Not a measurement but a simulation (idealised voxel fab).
process module | voxel wiring stack
Displayed cross-section: cut, width of 285 nm, square cells sized 5 nm.
Think of the cross-section as a grid of square cells. We describe it in bands, top to bottom, and each band covers one or more rows of those cells.
Heads up on the band format: heights come first, top then bottom, in nm. After that it's the materials left to right, each with its width in nm. A single material flagged "full width" fills the whole band edge to edge, and "empty" means there's empty space there.
Note: height 0 marks the level under which the wafer is uniformly one material as received. Lowest band unbounded below, written "0 and below".
The width entry "30 to 40" should be interpreted row by row: the top row of cells in the band takes the first number, the bottom row takes the second number, and the change between adjacent rows is uniform throughout.
Step note "remains unaltered" = no cross-section cell changed.
"closed voids" specifies each empty space that is not open to the top and that occupies no fewer than 8 cells, using the form width x height at distance, the distance measured from the left edge and all three quantities in nm.
Step line, after settings: the simulator's comment on this step.
What "overlay nm" on a step's line means: if the step has a mask, that mask lay this far to the right of its planned place, or, when the value is negative, to the left.

Listed below are the process steps as planned:
step 1: RECEIVE [material Si]
step 2: CONFORMAL_DEP [material SiO2] [thk nm 15]
step 3: DIRECTIONAL_DEP [material TiN] [thk nm 5]
step 4: DIRECTIONAL_DEP [material Ru] [thk nm 15]
step 5: PATTERN [tone cover] [mask id METAL_1] [material resist] [width nm 30] [pitch nm 45] [thk nm 15] [overlay nm 0]
step 6: DIRECTIONAL_ETCH [etch materials Ru] [depth nm 15]
step 7: DIRECTIONAL_ETCH [etch materials TiN] [depth nm 5]
step 8: STRIP [etch materials resist]
step 9: CONFORMAL_DEP [material SiCN] [thk nm 5]
step 10: FILL_DEP [material SiO2] [thk nm 10]
step 11: CMP [height nm 35]
step 12: CONFORMAL_DEP [material SiCN] [thk nm 5]
step 13: DIRECTIONAL_DEP [material lowk] [thk nm 20]
step 14: DIRECTIONAL_DEP [material aC] [thk nm 10]
step 15: PATTERN [tone open] [mask id PLUG_1] [material resist] [width nm 15] [thk nm 25] [overlay nm 0]
step 16: DIRECTIONAL_ETCH [etch materials aC] [depth nm 10]
step 17: STRIP [etch materials resist]
step 18: DIRECTIONAL_ETCH [etch materials lowk] [depth nm 20]
step 19: DIRECTIONAL_ETCH [etch materials SiCN] [depth nm 5]
step 20: STRIP [etch materials aC]
step 21: CONFORMAL_DEP [material TiN] [thk nm 5]
step 22: FILL_DEP [material W] [thk nm 10]
step 23: CMP [height nm 60]
step 24: CONFORMAL_DEP [material SiCN] [thk nm 5]
step 25: DIRECTIONAL_DEP [material SiO2] [thk nm 15]
step 26: MASKED_ETCH [tone open] [mask id METAL_2] [width nm 20] [pitch nm 45] [etch materials SiO2] [depth nm 15] [overlay nm 0]
step 27: MASKED_ETCH [tone open] [mask id METAL_2] [width nm 30] [pitch nm 45] [etch materials SiCN] [depth nm 5] [overlay nm 0]
step 28: CONFORMAL_DEP [material TiN] [thk nm 5]
step 29: FILL_DEP [material Cu] [thk nm 10]
step 30: CMP [height nm 80]
step 31: CONFORMAL_DEP [material SiCN] [thk nm 5]
step 32: DIRECTIONAL_DEP [material lowk] [thk nm 10]
step 33: MASKED_ETCH [tone open] [mask id PLUG_2] [width nm 15] [etch materials lowk] [depth nm 10] [overlay nm 0]
step 34: MASKED_ETCH [tone open] [mask id PLUG_2] [width nm 15] [etch materials SiCN] [depth nm 5] [overlay nm 0]
step 35: EPI [material Ru] [thk nm 10]
step 36: EPI [material Ru] [thk nm 5]
step 37: CONFORMAL_DEP [material SiN] [thk nm 5]
step 38: DIRECTIONAL_DEP [material SiO2] [thk nm 15]
step 39: DIRECTIONAL_DEP [material aC] [thk nm 15]
step 40: PATTERN [tone open] [mask id METAL_3] [material resist] [width nm 30] [pitch nm 45] [thk nm 35] [overlay nm 0]
step 41: DIRECTIONAL_ETCH [etch materials aC] [depth nm 15]
step 42: STRIP [etch materials resist]
step 43: DIRECTIONAL_ETCH [etch materials SiO2] [depth nm 15]
step 44: DIRECTIONAL_ETCH [etch materials SiN] [depth nm 5]
step 45: STRIP [etch materials aC]
step 46: CONFORMAL_DEP [material TiN] [thk nm 5]
step 47: FILL_DEP [material Ru] [thk nm 10]
step 48: CMP [height nm 115]
step 49: CONFORMAL_DEP [material SiCN] [thk nm 5]
step 50: DIRECTIONAL_DEP [material lowk] [thk nm 30]
step 51: PATTERN [tone open] [mask id METAL_4_HOLES] [material resist] [width nm 15] [thk nm 20] [overlay nm 0]
step 52: DIRECTIONAL_ETCH [etch materials lowk] [depth nm 30]
step 53: STRIP [etch materials resist]
step 54: PATTERN [tone open] [mask id METAL_4] [material resist] [width nm 30] [pitch nm 45] [thk nm 15] [overlay nm 0]
step 55: DIRECTIONAL_ETCH [etch materials lowk] [depth nm 20]
step 56: DIRECTIONAL_ETCH [etch materials SiCN] [depth nm 5]
step 57: STRIP [etch materials resist]
step 58: CONFORMAL_DEP [material TiN] [thk nm 5]
step 59: FILL_DEP [material Cu] [thk nm 5]
step 60: CMP [height nm 150]
step 61: CONFORMAL_DEP [material SiN] [thk nm 5]
The plan's step 26 width nm is the first wafer's value; the wafers differ in this setting and start identical.

Cross-section of the first of several received wafers, showing its state after step 1:
- 0 and below: Si full width
- closed voids: none

Cross-section of the first of several wafers, taken after step 61, where the module ends:
- 155 down to 150: SiN full width
- 150 down to 135: lowk 105 nm  TiN 5 nm  Cu 20 nm  TiN 5 nm  lowk 15 nm  TiN 5 nm  Cu 20 nm  TiN 5 nm  lowk 105 nm
- 135 down to 130: lowk 105 nm  TiN 5 nm  Cu 5 nm  TiN 20 nm  lowk 15 nm  TiN 30 nm  lowk 105 nm
- 130 down to 120: lowk 105 nm  TiN 5 nm  Cu 5 nm  TiN 5 nm  lowk 165 nm
- 120 down to 115: SiCN 105 nm  TiN 15 nm  SiCN 165 nm
- 115 down to 100: SiO2 105 nm  TiN 5 nm  Ru 20 nm  TiN 5 nm  SiO2 15 nm  TiN 5 nm  Ru 20 nm  TiN 5 nm  SiO2 105 nm
- 100 down to 95: SiN 105 nm  TiN 30 nm  SiN 15 nm  TiN 30 nm  SiN 105 nm
- 95 down to 85: lowk 105 nm  Ru 15 nm  lowk 165 nm
- 85 down to 80: SiCN 105 nm  Ru 15 nm  SiCN 165 nm
- 80 down to 65: SiO2 110 nm  TiN 5 nm  Cu 10 nm  TiN 5 nm  SiO2 25 nm  TiN 5 nm  Cu 10 nm  TiN 5 nm  SiO2 110 nm
- 65 down to 60: SiCN 110 nm  TiN 20 nm  SiCN 25 nm  TiN 20 nm  SiCN 110 nm
- 60 down to 40: lowk 105 nm  TiN 5 nm  W 5 nm  TiN 5 nm  lowk 165 nm
- 40 down to 35: SiCN 105 nm  TiN 15 nm  SiCN 165 nm
- 35 down to 20: SiO2 100 nm  SiCN 5 nm  Ru 30 nm  SiCN 5 nm  SiO2 5 nm  SiCN 5 nm  Ru 30 nm  SiCN 5 nm  SiO2 100 nm
- 20 down to 15: SiCN 105 nm  TiN 30 nm  SiCN 15 nm  TiN 30 nm  SiCN 105 nm
- 15 down to 0: SiO2 full width
- 0 and below: Si full width
- closed voids: none

Last wafer x-sec, end of module:
- 155 down to 150: SiN full width
- 150 down to 135: lowk 105 nm  TiN 5 nm  Cu 20 nm  TiN 5 nm  lowk 15 nm  TiN 5 nm  Cu 20 nm  TiN 5 nm  lowk 105 nm
- 135 down to 130: lowk 105 nm  TiN 5 nm  Cu 5 nm  TiN 20 nm  lowk 15 nm  TiN 30 nm  lowk 105 nm
- 130 down to 120: lowk 105 nm  TiN 5 nm  Cu 5 nm  TiN 5 nm  lowk 165 nm
- 120 down to 115: SiCN 105 nm  TiN 15 nm  SiCN 165 nm
- 115 down to 100: SiO2 105 nm  TiN 5 nm  Ru 20 nm  TiN 5 nm  SiO2 15 nm  TiN 5 nm  Ru 20 nm  TiN 5 nm  SiO2 105 nm
- 100 down to 95: SiN 105 nm  TiN 30 nm  SiN 15 nm  TiN 30 nm  SiN 105 nm
- 95 down to 85: lowk 105 nm  Ru 15 nm  lowk 165 nm
- 85 down to 80: SiCN 105 nm  Ru 15 nm  SiCN 165 nm
- 80 down to 65: SiO2 105 nm  TiN 5 nm  Cu 20 nm  TiN 5 nm  SiO2 15 nm  TiN 5 nm  Cu 20 nm  TiN 5 nm  SiO2 105 nm
- 65 down to 60: SiCN 105 nm  TiN 30 nm  SiCN 15 nm  TiN 30 nm  SiCN 105 nm
- 60 down to 40: lowk 105 nm  TiN 5 nm  W 5 nm  TiN 5 nm  lowk 165 nm
- 40 down to 35: SiCN 105 nm  TiN 15 nm  SiCN 165 nm
- 35 down to 20: SiO2 100 nm  SiCN 5 nm  Ru 30 nm  SiCN 5 nm  SiO2 5 nm  SiCN 5 nm  Ru 30 nm  SiCN 5 nm  SiO2 100 nm
- 20 down to 15: SiCN 105 nm  TiN 30 nm  SiCN 15 nm  TiN 30 nm  SiCN 105 nm
- 15 down to 0: SiO2 full width
- 0 and below: Si full width
- closed voids: none

Per wafer (row), end of module: delta in cells per material since receipt, (+) for gained, (-) for lost; closed voids after that:
width nm 20; +39 Cu; +69 Ru; +268 SiCN; +102 SiN; +576 SiO2; +97 TiN; +4 W; +612 lowk; closed voids: none
width nm 25; +45 Cu; +69 Ru; +266 SiCN; +102 SiN; +570 SiO2; +99 TiN; +4 W; +612 lowk; closed voids: none
width nm 30; +51 Cu; +69 Ru; +264 SiCN; +102 SiN; +564 SiO2; +101 TiN; +4 W; +612 lowk; closed voids: none
